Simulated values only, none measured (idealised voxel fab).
Process module, titled voxel fin reveal
Each square cell in cross-section cut measures 5 nm, and the section as a whole is 250 nm wide.
Each cross-section below is a grid of square cells, stated as bands in top-down order, with one or more rows of cells making up each band. Band entry format. Leading values: height of top, height of bottom, nm. Remainder: materials in left-to-right order, each with its width in nm. Special words: "throughout" on a single material, which then fills the band edge to edge; "blank", empty space. Height is counted from the level 0, under which the received wafer is composed throughout of one material. The lowest of the bands is not closed at the bottom but continues downward, in the notation "from 0 down". You'd read "30 to 40" like this: the band's top row of cells is as wide as the first number, its bottom row is as wide as the second, and going down, every row changes width by the same amount as the row before did. Reading "no modifications" for a step: not a cell of the cross-section changed in it. "Non-vented voids" enumerates empty spaces isolated from the top, with no open way to it, that contain at least 8 cells, giving each as width x height at distance from the left edge, all three in nm. Formally, on a step line, whatever follows the settings is a remark that the simulator itself makes on the step. overlay nm: on a step with a mask, how far right of its planned place the mask lay; negative means left.

[Steps planned for the process]
- 1: RECEIVE: material Si
- 2: CONFORMAL_DEP: material SiN, thk nm 5
- 3: DIRECTIONAL_DEP: material aC, thk nm 5
- 4: PATTERN: tone cover, mask id FINS, material resist, width nm 15, pitch nm 35, thk nm 35, overlay nm 0
- 5: DIRECTIONAL_ETCH: etch materials aC, depth nm 15
- 6: STRIP: etch materials resist
- 7: DIRECTIONAL_ETCH: etch materials SiN, depth nm 5
- 8: DIRECTIONAL_ETCH: etch materials Si, depth nm 35
- 9: STRIP: etch materials aC
- 10: OXIDIZE: depth nm 5
- 11: FILL_DEP: material SiO2, thk nm 15
- 12: CMP: height nm 5
- 13: SELECTIVE_ETCH: etch materials SiO2, depth nm 25
- 14: STRIP: etch materials SiN
Split variable: thk nm, step 3. Plan value = first wafer. Wafers start alike.

[As received, i.e. after step 1: cross-section through the first of several wafers]
  from 0 down: Si throughout
  Non-vented voids: none

[Every row in this table is a wafer at the end of the module, and it gives, for each of the materials, the cells that wafer has gained (+) or lost (-) since it was received, then its closed voids]
thk nm 5; -376 Si; +188 SiO2; Non-vented voids: none
thk nm 10; -376 Si; +188 SiO2; Non-vented voids: none
thk nm 15; -376 Si; +188 SiO2; Non-vented voids: none
thk nm 20; there was no change to any cell of the cross-section; Non-vented voids: none
thk nm 25; there was no change to any cell of the cross-section; Non-vented voids: none
thk nm 30; there was no change to any cell of the cross-section; Non-vented voids: none
